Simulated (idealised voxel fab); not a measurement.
Process module under the name voxel gate over fins
cross-section cut | 275 nm wide | cells 5 nm
If you're reading a cross-section in this doc, picture square cells in a grid; it comes to you as bands, top ones listed first down to the bottom, and a band can be one or more rows of cells. Per band: top height and bottom height in nm, followed by the left-to-right materials and their widths in nm; "edge to edge" marks a single material spanning edge to edge, "blank" marks empty space. The level at which height equals 0 is the one under which the wafer, as it arrives, is entirely one material. No lower edge exists for the bottom band, which continues downward and is notated as in "0 and below". Graded width ("30 to 40"): value in top row of band = first number; value in bottom row = second number; row-to-row change constant. "all unchanged" -> step changed no cross-section cell. "Completely enclosed voids" specifies each empty space that is not open to the top and that occupies no fewer than 8 cells, using the form width x height at distance, the distance measured from the left edge and all three quantities in nm. Anything after a step's settings on that line? It's the simulator's own note about the step. A step line may carry the setting "overlay nm", which, for steps involving a mask, states the distance by which the mask lay to the right of its intended position; negative values denote displacement to the left.

[plan]
- 1: RECEIVE,material Si
- 2: CONFORMAL_DEP,material SiN,thk nm 10
- 3: PATTERN,tone cover,mask id FINS,material resist,width nm 15,pitch nm 50,thk nm 15,overlay nm 0
- 4: DIRECTIONAL_ETCH,etch materials SiN,depth nm 10
- 5: DIRECTIONAL_ETCH,etch materials Si,depth nm 40
- 6: STRIP,etch materials resist
- 7: OXIDIZE,depth nm 5
- 8: FILL_DEP,material SiO2,thk nm 5
- 9: CMP,height nm 10
- 10: DIRECTIONAL_DEP,material aC,thk nm 10
- 11: PATTERN,tone open,mask id RAIL,material resist,width nm 15,thk nm 30,overlay nm 0
- 12: DIRECTIONAL_ETCH,etch materials aC,depth nm 10
- 13: STRIP,etch materials resist
- 14: DIRECTIONAL_ETCH,etch materials SiO2,depth nm 45
- 15: STRIP,etch materials aC
- 16: CONFORMAL_DEP,material TiN,thk nm 5
- 17: FILL_DEP,material Ru,thk nm 5
- 18: CMP,height nm 10
- 19: SELECTIVE_ETCH,etch materials W Ru TiN,depth nm 30
- 20: FILL_DEP,material SiO2,thk nm 5
- 21: CMP,height nm 10
- 22: SELECTIVE_ETCH,etch materials SiO2,depth nm 20
- 23: STRIP,etch materials SiN
- 24: CONFORMAL_DEP,material HfO2,thk nm 5
- 25: CONFORMAL_DEP,material TiN,thk nm 5
- 26: CONFORMAL_DEP,material TiAl,thk nm 5
- 27: CONFORMAL_DEP,material TiN,thk nm 5
- 28: FILL_DEP,material W,thk nm 15
- 29: CMP,height nm 30
- 30: CONFORMAL_DEP,material SiCN,thk nm 5

[Incoming wafer in cross-section (state: after step 1)]
* 0 and below: Si edge to edge
* Completely enclosed voids: none

[End-of-module XS, first of two wafers, run as planned]
* 35 down to 30: SiCN edge to edge
* 30 down to 20: W edge to edge
* 20 down to 15: 40 of W, 45 of TiN, 5 of W, 45 of TiN, 5 of W, 45 of TiN, 5 of W, 45 of TiN, 40 of W
* 15 down to 10: 40 of W, 5 of TiN, 35 of TiAl, 5 of TiN, 5 of W, 5 of TiN, 35 of TiAl, 5 of TiN, 5 of W, 5 of TiN, 35 of TiAl, 5 of TiN, 5 of W, 5 of TiN, 35 of TiAl, 5 of TiN, 40 of W
* 10 down to 5: 45 of TiN, 5 of TiAl, 25 of TiN, 5 of TiAl, 15 of TiN, 5 of TiAl, 25 of TiN, 5 of TiAl, 15 of TiN, 5 of TiAl, 25 of TiN, 5 of TiAl, 15 of TiN, 5 of TiAl, 25 of TiN, 5 of TiAl, 45 of TiN
* 5 down to 0: 50 of TiAl, 5 of TiN, 15 of HfO2, 5 of TiN, 25 of TiAl, 5 of TiN, 15 of HfO2, 5 of TiN, 25 of TiAl, 5 of TiN, 15 of HfO2, 5 of TiN, 25 of TiAl, 5 of TiN, 15 of HfO2, 5 of TiN, 50 of TiAl
* 0 down to -5: 55 of TiN, 5 of HfO2, 5 of Si, 5 of HfO2, 35 of TiN, 5 of HfO2, 5 of Si, 5 of HfO2, 35 of TiN, 5 of HfO2, 5 of Si, 5 of HfO2, 35 of TiN, 5 of HfO2, 5 of Si, 5 of HfO2, 55 of TiN
* -5 down to -10: 60 of HfO2, 5 of Si, 45 of HfO2, 5 of Si, 45 of HfO2, 5 of Si, 45 of HfO2, 5 of Si, 60 of HfO2
* -10 down to -20: 60 of SiO2, 5 of Si, 45 of SiO2, 5 of Si, 45 of SiO2, 5 of Si, 45 of SiO2, 5 of Si, 60 of SiO2
* -20 down to -30: 60 of SiO2, 5 of Si, 15 of SiO2, 5 of TiN, 5 of Ru, 5 of TiN, 15 of SiO2, 5 of Si, 45 of SiO2, 5 of Si, 45 of SiO2, 5 of Si, 60 of SiO2
* -30 down to -35: 60 of SiO2, 5 of Si, 15 of SiO2, 15 of TiN, 15 of SiO2, 5 of Si, 45 of SiO2, 5 of Si, 45 of SiO2, 5 of Si, 60 of SiO2
* -35 down to -45: 60 of SiO2, 5 of Si, 45 of SiO2, 5 of Si, 45 of SiO2, 5 of Si, 45 of SiO2, 5 of Si, 60 of SiO2
* -45 and below: Si edge to edge
* Completely enclosed voids: none

[Second wafer cross-section at end of module - shared start and plan with the first, one mistake in the run]
* 35 down to 30: SiCN edge to edge
* 30 down to 25: TiN edge to edge
* 25 down to 20: TiAl edge to edge
* 20 down to 15: TiN edge to edge
* 15 down to 10: 60 of HfO2, 5 of TiN, 45 of HfO2, 5 of TiN, 45 of HfO2, 5 of TiN, 45 of HfO2, 5 of TiN, 60 of HfO2
* 10 down to 5: 55 of TiAl, 5 of HfO2, 5 of TiN, 5 of HfO2, 35 of TiAl, 5 of HfO2, 5 of TiN, 5 of HfO2, 35 of TiAl, 5 of HfO2, 5 of TiN, 5 of HfO2, 35 of TiAl, 5 of HfO2, 5 of TiN, 5 of HfO2, 55 of TiAl
* 5 down to 0: 55 of TiAl, 15 of HfO2, 35 of TiAl, 15 of HfO2, 35 of TiAl, 15 of HfO2, 35 of TiAl, 15 of HfO2, 55 of TiAl
* 0 down to -40: 55 of TiAl, 5 of SiO2, 5 of Si, 5 of SiO2, 35 of TiAl, 5 of SiO2, 5 of Si, 5 of SiO2, 35 of TiAl, 5 of SiO2, 5 of Si, 5 of SiO2, 35 of TiAl, 5 of SiO2, 5 of Si, 5 of SiO2, 55 of TiAl
* -40 down to -45: 60 of SiO2, 5 of Si, 45 of SiO2, 5 of Si, 45 of SiO2, 5 of Si, 45 of SiO2, 5 of Si, 60 of SiO2
* -45 and below: Si edge to edge
* Completely enclosed voids: none
Plan not followed: step 8 off recipe, ran as FILL_DEP,material TiAl,thk nm 5
The closing comparison, in cells, has the second wafer with more or fewer of some materials than the first: Ru -2; SiO2 -233; TiAl +414; TiN -31; W -148
